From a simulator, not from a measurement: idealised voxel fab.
The following is a process module called voxel trench capacitor.
We display cut, a cross-section 175 nm in width whose square cells are each 5 nm.
A cross-section is written here as square cells arranged in a grid, and it is given in bands from the top down, each band taking up one or more rows of cells.
This entry defines a band. It first specifies the height of the band's top and the height of its bottom in nm, and then specifies the band's materials from left to right, stating each material with its width in nm. The word "all across" identifies a single material that fills the band from edge to edge, while the word "empty" identifies empty space.
Zero point of the height axis is 0; under it, received wafer = one material. Lowest band: continues down indefinitely, "z 0 and below".
The width entry "30..40" should be interpreted row by row: the top row of cells in the band takes the first number, the bottom row takes the second number, and the change between adjacent rows is uniform throughout.
For the purposes of this document, the phrase "nothing changed" attached to a step denotes that no cell within the cross-section was modified by that step.
Each empty space that has no open way to the top and spans at least 8 cells appears under "Closed empty spaces" as width x height at distance, the distance counted from the left edge, all in nm.
That trailing text on a step's line, after the settings, is the simulator's own remark on the step.
The line of a step may include "overlay nm". On a step with a mask, this value is how far to the right of its planned place the mask lay. A negative value means the mask lay to the left.

Intended process steps
1: op RECEIVE | material Si
2: op CONFORMAL_DEP | material SiN | thk nm 5
3: op DIRECTIONAL_DEP | material aC | thk nm 15
4: op PATTERN | tone open | mask id TRENCH | material resist | width nm 25 | pitch nm 55 | thk nm 35 | overlay nm 0
5: op DIRECTIONAL_ETCH | etch materials aC | depth nm 15
6: op STRIP | etch materials resist
7: op DIRECTIONAL_ETCH | etch materials SiN | depth nm 10
8: op DIRECTIONAL_ETCH | etch materials Si | depth nm 25
9: op STRIP | etch materials aC
10: op CONFORMAL_DEP | material Al2O3 | thk nm 5
11: op CONFORMAL_DEP | material TiN | thk nm 5
12: op FILL_DEP | material W | thk nm 10
13: op CMP | height nm 10
Across this set of wafers, the varied parameter is the thk nm of step 2. Starting conditions are identical for every wafer, and the plan reports the value assigned to the first wafer.

Cross-section of the first of several wafers as received (after step 1)
    z 0 and below: Si all across
    Closed empty spaces: none

Every row in this table is a wafer at the end of the module, and it gives, for each of the materials, the cells that wafer has gained (+) or lost (-) since it was received, then its closed voids
thk nm 5 | +59 Al2O3 | -50 Si | +25 SiN | +26 TiN | +10 W | Closed empty spaces: none
thk nm 10 | +34 Al2O3 | -50 Si | +50 SiN | +26 TiN | +10 W | Closed empty spaces: none
thk nm 15 | +10 Al2O3 | +60 SiN | Closed empty spaces: none
thk nm 20 | +70 SiN | Closed empty spaces: none
thk nm 25 | +70 SiN | Closed empty spaces: none
